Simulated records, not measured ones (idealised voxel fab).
Process module in this document: voxel released beams
Section cut is 245 nm wide and gridded with 5 nm square cells.
A cross-section is written here as square cells arranged in a grid, and it is given in bands from the top down, each band taking up one or more rows of cells. In this notation a band is specified by the heights of its top and bottom, in that order and in nm, after which its materials appear from left to right, each paired with its width in nm. The word "all across" attached to a single material means that material fills the band from edge to edge; the word "air" stands for empty space. Heights are measured from 0, the level below which the as-received wafer is all one material; the lowest band has no bottom and continues downward, written as in "0..down". Graded width ("30..40"): value in top row of band = first number; value in bottom row = second number; row-to-row change constant. The designation "nothing changed", where it is given for a processing step, indicates that no cell of the cross-section was altered in the course of that step. Any empty space of 8 cells or more lacking an open way to the top shows up in "Unvented internal voids" as width x height at distance, distance from the left edge, in nm. If you see something after the settings on a step's line, that's the simulator's own remark about that step. The optional step-line setting "overlay nm" applies to steps with a mask and quantifies how far to the right of its planned location the mask lay, a negative value indicating leftward placement.

Listed below are the process steps as planned:
- 1: RECEIVE [material Si]
- 2: CONFORMAL_DEP [material Al2O3] [thk nm 10]
- 3: DIRECTIONAL_DEP [material SiO2] [thk nm 20]
- 4: MASKED_ETCH [tone open] [mask id ANCHOR] [width nm 45] [etch materials SiO2] [depth nm 20] [overlay nm 0]
- 5: CONFORMAL_DEP [material polySi] [thk nm 15]
- 6: MASKED_ETCH [tone cover] [mask id BEAM] [width nm 105] [etch materials polySi] [depth nm 15] [overlay nm 0]
- 7: STRIP [etch materials SiO2]

So, the first of our two wafers, run just as we planned it:

Step 1 complete: cross-section of the wafer as received:
  0..down: Si all across
  Unvented internal voids: none

Upon completion of step 2, the wafer appears in cross-section as shown:
  10..0: Al2O3 all across
  All layers under 0 are left as they were.

Upon completion of step 3, the wafer appears in cross-section as shown:
  30..10: SiO2 all across
  All layers under 10 are left as they were.

Upon completion of step 4, the wafer appears in cross-section as shown:
  30..10: 70 of SiO2  45 of air  130 of SiO2
  All layers under 10 are left as they were.

Upon completion of step 5, the wafer appears in cross-section as shown:
  45..30: 85 of polySi  15 of air  145 of polySi
  30..25: 70 of SiO2  15 of polySi  15 of air  15 of polySi  130 of SiO2
  25..10: 70 of SiO2  45 of polySi  130 of SiO2
  All layers under 10 are left as they were.

Upon completion of step 6, the wafer appears in cross-section as shown:
  45..30: 65 of air  20 of polySi  15 of air  70 of polySi  75 of air
  All layers under 30 are left as they were.

Upon completion of step 7, the wafer appears in cross-section as shown:
  45..30: 65 of air  20 of polySi  15 of air  70 of polySi  75 of air
  30..25: 70 of air  15 of polySi  15 of air  15 of polySi  130 of air
  25..10: 70 of air  45 of polySi  130 of air
  All layers under 10 are left as they were.

Wafer two: like wafer one in start and plan, but with one mistake in execution; identical up to and including step 1:

Cross-section of the second wafer at the time by which step 2 should have been completed according to the plan:
  20..0: SiO2 all across
  All layers under 0 are left as they were.

Cross-section of the second wafer at the time by which step 3 should have been completed according to the plan:
  30..20: Al2O3 all across
  All layers under 20 are left as they were.

Cross-section of the second wafer at the time by which step 4 should have been completed according to the plan: nothing changed

Cross-section of the second wafer at the time by which step 5 should have been completed according to the plan:
  45..30: polySi all across
  All layers under 30 are left as they were.

Cross-section of the second wafer at the time by which step 6 should have been completed according to the plan:
  45..30: 65 of air  105 of polySi  75 of air
  All layers under 30 are left as they were.

Cross-section of the second wafer at the time by which step 7 should have been completed according to the plan: nothing changed
Misprocessing identified: order of steps 2 and 3 inverted relative to the plan
Counted in cells at the end, the second wafer holds more or fewer of these materials than the first: SiO2: 196 more | polySi: 24 fewer
